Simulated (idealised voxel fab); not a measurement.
process module | voxel fin reveal
cross-section cut | 275 nm wide | cells 5 nm
A cross-section is a grid of square cells, given in bands from the top down. A band is one or more rows of cells.
Each band's line starts with the height of the band's top and of its bottom, in nm. Then come its materials from left to right, each with its width in nm. One material with "throughout" fills the band from edge to edge. "air" is empty space.
Height 0 is the level under which the wafer as received is all one material. The lowest band goes on downwards, as in "0 down".
A width such as "30 to 40" changes by the same amount from each row of cells to the next, from the band's top row to its bottom row.
"no change" after a step means that no cell of the cross-section changed.
closed voids: empty space of 8 cells or more with no open way to the top, each as width x height at its distance from the left edge, in nm
after a step's settings: what the simulator itself notes on the step
overlay nm, on a step with a mask: how far to the right of its planned place the mask lay; to the left if negative
plan
1 op RECEIVE | material Si
2 op CONFORMAL_DEP | material SiN | thk nm 5
3 op MASKED_ETCH | tone cover | mask id FINS | width nm 15 | pitch nm 40 | etch materials SiN | depth nm 5 | overlay nm 0
4 op MASKED_ETCH | tone cover | mask id FINS | width nm 15 | pitch nm 40 | etch materials Si | depth nm 30 | overlay nm 0
5 op OXIDIZE | depth nm 5
6 op FILL_DEP | material SiO2 | thk nm 15
7 op CMP | height nm 5
8 op SELECTIVE_ETCH | etch materials SiO2 | depth nm 15
9 op STRIP | etch materials SiN
10 op CONFORMAL_DEP | material SiO2 | thk nm 5
as received, after step 1
  0 down: Si throughout
  closed voids: none
a wafer at the end: this start, this plan, one mistake
  5 to 0: air 110 | SiO2 15 | air 25 | SiO2 15 | air 110
  0 to -5: air 100 | SiO2 15 | Si 5 | SiO2 5 | air 15 | SiO2 15 | Si 5 | SiO2 5 | air 110
  -5 to -35: SiO2 105 | Si 15 | SiO2 25 | Si 15 | SiO2 115
  -35 down: Si throughout
  closed voids: none
what went wrong: step 4 ran as: op MASKED_ETCH | tone cover | mask id FINS | width nm 15 | pitch nm 40 | etch materials Si | depth nm 30 | overlay nm -10
